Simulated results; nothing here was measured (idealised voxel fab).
process module | voxel released beams
cross-section cut | 155 nm wide | cells 5 nm
A cross-section is a grid of square cells, given in bands from the top down. A band is one or more rows of cells.
Each band's line starts with the height of the band's top and of its bottom, in nm. Then come its materials from left to right, each with its width in nm. One material with "throughout" fills the band from edge to edge. "air" is empty space.
Height 0 is the level under which the wafer as received is all one material. The lowest band goes on downwards, as in "0 down".
A width such as "30 to 40" changes by the same amount from each row of cells to the next, from the band's top row to its bottom row.
"no change" after a step means that no cell of the cross-section changed.
closed voids: empty space of 8 cells or more with no open way to the top, each as width x height at its distance from the left edge, in nm
after a step's settings: what the simulator itself notes on the step
overlay nm, on a step with a mask: how far to the right of its planned place the mask lay; to the left if negative
plan
1 op RECEIVE | material Si
2 op CONFORMAL_DEP | material SiN | thk nm 10
3 op DIRECTIONAL_DEP | material SiO2 | thk nm 20
4 op PATTERN | tone open | mask id ANCHOR | material resist | width nm 45 | thk nm 20 | overlay nm 0
5 op DIRECTIONAL_ETCH | etch materials SiO2 | depth nm 20
6 op STRIP | etch materials resist
7 op CONFORMAL_DEP | material TiN | thk nm 15
8 op MASKED_ETCH | tone cover | mask id BEAM | width nm 110 | etch materials TiN | depth nm 15 | overlay nm 0
9 op STRIP | etch materials SiO2
first wafer, as planned
as received, after step 1
  0 down: Si throughout
  closed voids: none
after step 2
  10 to 0: SiN throughout
  below 0: unchanged
after step 3
  30 to 10: SiO2 throughout
  below 10: unchanged
after step 4
  50 to 30: resist 25 | air 45 | resist 85
  below 30: unchanged
after step 5
  50 to 30: resist 25 | air 45 | resist 85
  30 to 10: SiO2 25 | air 45 | SiO2 85
  below 10: unchanged
after step 6
  30 to 10: SiO2 25 | air 45 | SiO2 85
  below 10: unchanged
after step 7
  45 to 30: TiN 40 | air 15 | TiN 100
  30 to 25: SiO2 25 | TiN 15 | air 15 | TiN 15 | SiO2 85
  25 to 10: SiO2 25 | TiN 45 | SiO2 85
  below 10: unchanged
after step 8
  45 to 30: air 20 | TiN 20 | air 15 | TiN 75 | air 25
  below 30: unchanged
after step 9
  45 to 30: air 20 | TiN 20 | air 15 | TiN 75 | air 25
  30 to 25: air 25 | TiN 15 | air 15 | TiN 15 | air 85
  25 to 10: air 25 | TiN 45 | air 85
  below 10: unchanged
second wafer: like start, like plan, one mistake. Through step 7 it matches the first wafer
when step 8 should have ended
  45 to 30: TiN 20 | air 110 | TiN 25
  30 to 10: SiO2 25 | TiN 15 | air 15 | TiN 15 | SiO2 85
  below 10: unchanged
when step 9 should have ended
  30 to 10: air 25 | TiN 15 | air 15 | TiN 15 | air 85
  below 10: unchanged
what went wrong: step 8 ran as: op MASKED_ETCH | tone open | mask id BEAM | width nm 110 | etch materials TiN | depth nm 15 | overlay nm 0
at the end the second wafer has, in cells: 66 fewer of TiN
